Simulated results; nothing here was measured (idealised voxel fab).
process module | voxel transistor to metal
cross-section cut | 175 nm wide | cells 5 nm
A cross-section is a grid of square cells, given in bands from the top down. A band is one or more rows of cells.
Each band's line starts with the height of the band's top and of its bottom, in nm. Then come its materials from left to right, each with its width in nm. One material with "throughout" fills the band from edge to edge. "air" is empty space.
Height 0 is the level under which the wafer as received is all one material. The lowest band goes on downwards, as in "0 down".
A width such as "30 to 40" changes by the same amount from each row of cells to the next, from the band's top row to its bottom row.
"no change" after a step means that no cell of the cross-section changed.
closed voids: empty space of 8 cells or more with no open way to the top, each as width x height at its distance from the left edge, in nm
after a step's settings: what the simulator itself notes on the step
overlay nm, on a step with a mask: how far to the right of its planned place the mask lay; to the left if negative
plan
1 op RECEIVE | material Si
2 op OXIDIZE | depth nm 5
3 op CONFORMAL_DEP | material SiN | thk nm 15
4 op MASKED_ETCH | tone cover | mask id ACTIVE | width nm 105 | etch materials SiN | depth nm 15 | overlay nm 0
5 op MASKED_ETCH | tone cover | mask id ACTIVE | width nm 105 | etch materials SiO2 | depth nm 5 | overlay nm 0
6 op MASKED_ETCH | tone cover | mask id ACTIVE | width nm 105 | etch materials Si | depth nm 25 | overlay nm 0
7 op OXIDIZE | depth nm 5
8 op FILL_DEP | material SiO2 | thk nm 5
9 op CMP | height nm 15
10 op SELECTIVE_ETCH | etch materials SiO2 | depth nm 15
11 op STRIP | etch materials SiN
12 op SELECTIVE_ETCH | etch materials SiO2 | depth nm 5
13 op OXIDIZE | depth nm 5
14 op DIRECTIONAL_DEP | material polySi | thk nm 20
15 op DIRECTIONAL_DEP | material SiCN | thk nm 10
16 op DIRECTIONAL_DEP | material aC | thk nm 15
17 op PATTERN | tone cover | mask id GATE | material resist | width nm 35 | thk nm 35 | overlay nm 0
18 op DIRECTIONAL_ETCH | etch materials aC | depth nm 15
19 op STRIP | etch materials resist
20 op DIRECTIONAL_ETCH | etch materials SiCN | depth nm 20
21 op DIRECTIONAL_ETCH | etch materials polySi | depth nm 30
22 op STRIP | etch materials aC
23 op CONFORMAL_DEP | material SiN | thk nm 5
24 op DIRECTIONAL_ETCH | etch materials SiN | depth nm 5
25 op DIRECTIONAL_ETCH | etch materials SiO2 | depth nm 5
26 op DIRECTIONAL_ETCH | etch materials Si | depth nm 10
27 op EPI | material SiGe | thk nm 15
28 op FILL_DEP | material SiO2 | thk nm 5
29 op CMP | height nm 15
30 op STRIP | etch materials polySi
31 op SELECTIVE_ETCH | etch materials SiO2 | depth nm 5
32 op CONFORMAL_DEP | material HfO2 | thk nm 5
33 op CONFORMAL_DEP | material TiN | thk nm 5
34 op FILL_DEP | material W | thk nm 5
35 op CMP | height nm 10
36 op DIRECTIONAL_DEP | material SiO2 | thk nm 15
37 op MASKED_ETCH | tone open | mask id CONTACT | width nm 15 | pitch nm 80 | etch materials SiO2 | depth nm 30 | overlay nm 0
38 op CONFORMAL_DEP | material TiN | thk nm 5
39 op FILL_DEP | material W | thk nm 5
40 op CMP | height nm 25
41 op DIRECTIONAL_DEP | material TiN | thk nm 5
42 op DIRECTIONAL_DEP | material W | thk nm 15
43 op MASKED_ETCH | tone cover | mask id METAL_1 | width nm 15 | pitch nm 80 | etch materials W | depth nm 15 | overlay nm 0
44 op MASKED_ETCH | tone cover | mask id METAL_1 | width nm 15 | pitch nm 80 | etch materials TiN | depth nm 5 | overlay nm 0
45 op CONFORMAL_DEP | material SiCN | thk nm 5
46 op FILL_DEP | material lowk | thk nm 5
47 op CMP | height nm 45
48 op CONFORMAL_DEP | material SiCN | thk nm 5
49 op DIRECTIONAL_DEP | material SiO2 | thk nm 30
50 op PATTERN | tone open | mask id METAL_2 | material resist | width nm 15 | pitch nm 80 | thk nm 15 | overlay nm 0
51 op DIRECTIONAL_ETCH | etch materials SiO2 | depth nm 15
52 op STRIP | etch materials resist
53 op DIRECTIONAL_DEP | material aC | thk nm 10
54 op PATTERN | tone open | mask id METAL_2_HOLES | material resist | width nm 15 | pitch nm 80 | thk nm 30 | overlay nm 0
55 op DIRECTIONAL_ETCH | etch materials aC | depth nm 10
56 op STRIP | etch materials resist
57 op DIRECTIONAL_ETCH | etch materials SiO2 | depth nm 15
58 op DIRECTIONAL_ETCH | etch materials SiCN | depth nm 5
59 op STRIP | etch materials aC
60 op CONFORMAL_DEP | material TiN | thk nm 5
61 op FILL_DEP | material Cu | thk nm 10
62 op CMP | height nm 80
63 op CONFORMAL_DEP | material SiCN | thk nm 5
as received, after step 1
  0 down: Si throughout
  closed voids: none
first wafer at the end, as planned
  85 to 80: SiCN throughout
  80 to 50: SiO2 40 | TiN 5 | Cu 5 | TiN 5 | SiO2 65 | TiN 5 | Cu 5 | TiN 5 | SiO2 40
  50 to 45: SiCN 40 | TiN 15 | SiCN 65 | TiN 15 | SiCN 40
  45 to 30: lowk 35 | SiCN 5 | W 15 | SiCN 5 | lowk 55 | SiCN 5 | W 15 | SiCN 5 | lowk 35
  30 to 25: SiCN 40 | TiN 15 | SiCN 65 | TiN 15 | SiCN 40
  25 to 10: SiO2 40 | TiN 5 | W 5 | TiN 5 | SiO2 65 | TiN 5 | W 5 | TiN 5 | SiO2 40
  10 to 5: SiO2 40 | TiN 15 | SiO2 10 | SiN 5 | HfO2 5 | TiN 5 | W 15 | TiN 5 | HfO2 5 | SiN 5 | SiO2 10 | TiN 15 | SiO2 40
  5 to 0: SiO2 40 | TiN 10 | SiGe 15 | SiN 5 | HfO2 5 | TiN 5 | W 15 | TiN 5 | HfO2 5 | SiN 5 | SiGe 15 | TiN 10 | SiO2 40
  0 to -5: SiO2 40 | TiN 10 | SiGe 15 | SiN 5 | HfO2 5 | TiN 25 | HfO2 5 | SiN 5 | SiGe 15 | TiN 10 | SiO2 40
  -5 to -10: SiO2 35 | SiGe 30 | HfO2 45 | SiGe 30 | SiO2 35
  -10 to -20: SiO2 40 | SiGe 25 | Si 45 | SiGe 25 | SiO2 40
  -20 to -35: SiO2 40 | Si 95 | SiO2 40
  -35 down: Si throughout
  closed voids: none
second wafer at the end: like start, like plan, one mistake
  85 to 80: SiCN throughout
  80 to 50: SiO2 40 | TiN 5 | Cu 5 | TiN 5 | SiO2 65 | TiN 5 | Cu 5 | TiN 5 | SiO2 40
  50 to 45: SiCN 40 | TiN 15 | SiCN 65 | TiN 15 | SiCN 40
  45 to 30: lowk 30 | SiCN 5 | W 25 | SiCN 5 | lowk 45 | SiCN 5 | W 25 | SiCN 5 | lowk 30
  30 to 25: SiCN 35 | TiN 25 | SiCN 55 | TiN 25 | SiCN 35
  25 to 10: SiO2 40 | TiN 5 | W 5 | TiN 5 | SiO2 65 | TiN 5 | W 5 | TiN 5 | SiO2 40
  10 to 5: SiO2 40 | TiN 15 | SiO2 10 | SiN 5 | HfO2 5 | TiN 5 | W 15 | TiN 5 | HfO2 5 | SiN 5 | SiO2 10 | TiN 15 | SiO2 40
  5 to 0: SiO2 40 | TiN 10 | SiGe 15 | SiN 5 | HfO2 5 | TiN 5 | W 15 | TiN 5 | HfO2 5 | SiN 5 | SiGe 15 | TiN 10 | SiO2 40
  0 to -5: SiO2 40 | TiN 10 | SiGe 15 | SiN 5 | HfO2 5 | TiN 25 | HfO2 5 | SiN 5 | SiGe 15 | TiN 10 | SiO2 40
  -5 to -10: SiO2 35 | SiGe 30 | HfO2 45 | SiGe 30 | SiO2 35
  -10 to -20: SiO2 40 | SiGe 25 | Si 45 | SiGe 25 | SiO2 40
  -20 to -35: SiO2 40 | Si 95 | SiO2 40
  -35 down: Si throughout
  closed voids: none
what went wrong: step 43 ran as: op MASKED_ETCH | tone cover | mask id METAL_1 | width nm 25 | pitch nm 80 | etch materials W | depth nm 15 | overlay nm 0
at the end the second wafer has, in cells: 4 fewer of SiCN | 4 more of TiN | 12 more of W | 12 fewer of lowk
